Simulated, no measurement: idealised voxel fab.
Documented hereafter: the process module known as voxel plated lines.
Displayed cross-section: cut, width of 290 nm, square cells sized 5 nm.
A cross-section is written here as square cells arranged in a grid, and it is given in bands from the top down, each band taking up one or more rows of cells.
In this notation a band is specified by the heights of its top and bottom, in that order and in nm, after which its materials appear from left to right, each paired with its width in nm. The word "edge to edge" attached to a single material means that material fills the band from edge to edge; the word "blank" stands for empty space.
Beneath 0, the wafer as received is one material, and that level is where height counting begins. The lowest band goes on downward without a bottom; it is written like "0..down".
You'd read "30..40" like this: the band's top row of cells is as wide as the first number, its bottom row is as wide as the second, and going down, every row changes width by the same amount as the row before did.
"no modification" -> step changed no cross-section cell.
"Tabulated closed voids" contains a list of empty spaces, each no smaller than 8 cells and without an open way to the top, written in the form width x height at distance with the distance from the left edge and all three in nm.
If you see something after the settings on a step's line, that's the simulator's own remark about that step.
Regarding "overlay nm": on a step with a mask, it is the distance the mask lay to the right of its planned place; a negative value places it to the left.
Planned process steps:
| 1 | RECEIVE,material Si |
| 2 | CONFORMAL_DEP,material SiN,thk nm 5 |
| 3 | DIRECTIONAL_DEP,material TiN,thk nm 5 |
| 4 | PATTERN,tone open,mask id LINES,material resist,width nm 15,pitch nm 40,thk nm 30,overlay nm 0 |
| 5 | EPI,material Ru,thk nm 10 |
| 6 | EPI,material Ru,thk nm 10 |
| 7 | STRIP,etch materials resist |
| 8 | DIRECTIONAL_ETCH,etch materials TiN,depth nm 5 |
| 9 | CONFORMAL_DEP,material SiO2,thk nm 5 |
Step 1 complete: cross-section of the wafer as received:
- 0..down = Si edge to edge
- Tabulated closed voids: none
First of two wafers: cross-section at end of module, run per plan:
- 35..30 = blank: 110 | SiO2: 25 | blank: 15 | SiO2: 25 | blank: 115
- 30..10 = blank: 110 | SiO2: 5 | Ru: 15 | SiO2: 5 | blank: 15 | SiO2: 5 | Ru: 15 | SiO2: 5 | blank: 115
- 10..5 = SiO2: 115 | TiN: 15 | SiO2: 25 | TiN: 15 | SiO2: 120
- 5..0 = SiN edge to edge
- 0..down = Si edge to edge
- Tabulated closed voids: none
Cross-section, wafer two of two, end of module: same start and plan as wafer one, one error in execution:
- 35..30 = blank: 110 | SiO2: 25 | blank: 15 | SiO2: 25 | blank: 115
- 30..10 = blank: 110 | SiO2: 5 | Ru: 15 | SiO2: 5 | blank: 15 | SiO2: 5 | Ru: 15 | SiO2: 5 | blank: 115
- 10..5 = SiO2: 115 | TiN: 15 | SiO2: 25 | TiN: 15 | SiO2: 120
- 5..0 = Ru edge to edge
- 0..down = Si edge to edge
- Tabulated closed voids: none
Run error: off-plan run, step 2, actual operation and settings CONFORMAL_DEP,material Ru,thk nm 5
The final cell counts differ between the wafers, with the second having more or fewer of some materials than the first: +58 Ru, -58 SiN
